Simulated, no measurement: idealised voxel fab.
This section sets out a process module, namely voxel plated lines.
The figure presents cross-section cut, which has a width of 175 nm and is divided into square cells with an edge length of 5 nm.
Cross-sections here: square-cell grids, written as top-down lists of bands, a band being one or more rows of cells.
Per band: top height and bottom height in nm, followed by the left-to-right materials and their widths in nm; "everywhere" marks a single material spanning edge to edge, "empty" marks empty space.
For the purposes of this specification, 0 denotes the height below which the wafer in its as-received condition is composed wholly of one material, and the lowermost band, lacking a lower limit, extends downward without end, as expressed in "from 0 down".
Per-row width for "30..40": begins at first number (top row of band), ends at second number (bottom row), increment between rows held constant.
"all unchanged" for a step: no cell of the cross-section changed in that step.
The label "Cavities, closed" introduces a list of the empty spaces, 8 cells or larger, that have no open way up to the top; each entry in it reads width x height at distance, where the distance is taken from the left edge and all three are stated in nm.
Read whatever lies past the settings on a step's line as the simulator's own remark about the step.
"overlay nm" answers the question of how far to the right of plan the mask lay on a step that has a mask, and when it is negative the answer is to the left.
# Here's what the planned process steps look like
1. RECEIVE [material Si]
2. CONFORMAL_DEP [material SiO2] [thk nm 5]
3. DIRECTIONAL_DEP [material TiN] [thk nm 5]
4. PATTERN [tone open] [mask id LINES] [material resist] [width nm 15] [pitch nm 35] [thk nm 20] [overlay nm 0]
5. EPI [material Ru] [thk nm 10]
6. STRIP [etch materials resist]
7. DIRECTIONAL_ETCH [etch materials TiN] [depth nm 5]
8. CONFORMAL_DEP [material SiCN] [thk nm 10]
# as received, after step 1
	from 0 down = Si everywhere
	Cavities, closed: none
# Wafer cross-section at module end: first of two, run to plan
	from 30 to 20 = empty 15 | SiCN 140 | empty 20
	from 20 to 15 = empty 15 | SiCN 10 | Ru 15 | SiCN 20 | Ru 15 | SiCN 20 | Ru 15 | SiCN 20 | Ru 15 | SiCN 10 | empty 20
	from 15 to 10 = SiCN 25 | Ru 15 | SiCN 20 | Ru 15 | SiCN 20 | Ru 15 | SiCN 20 | Ru 15 | SiCN 30
	from 10 to 5 = SiCN 25 | TiN 15 | SiCN 20 | TiN 15 | SiCN 20 | TiN 15 | SiCN 20 | TiN 15 | SiCN 30
	from 5 to 0 = SiO2 everywhere
	from 0 down = Si everywhere
	Cavities, closed: none
# Presented here is a cross-section of the second of the two wafers as it stood at the end of the module. It was started in the same manner and assigned the same plan as the first wafer; however, one mistake was made in its execution
	from 25 to 15 = empty 15 | SiCN 140 | empty 20
	from 15 to 10 = empty 15 | SiCN 10 | Ru 15 | SiCN 20 | Ru 15 | SiCN 20 | Ru 15 | SiCN 20 | Ru 15 | SiCN 10 | empty 20
	from 10 to 5 = SiCN 25 | Ru 15 | SiCN 20 | Ru 15 | SiCN 20 | Ru 15 | SiCN 20 | Ru 15 | SiCN 30
	from 5 to 0 = SiCN 25 | TiN 15 | SiCN 20 | TiN 15 | SiCN 20 | TiN 15 | SiCN 20 | TiN 15 | SiCN 30
	from 0 down = Si everywhere
	Cavities, closed: none
Deviation noted in wafer processing: the run left out plan step 2 entirely, so it was never executed
Cell-count delta at end, second wafer over first, by material: SiO2 -35
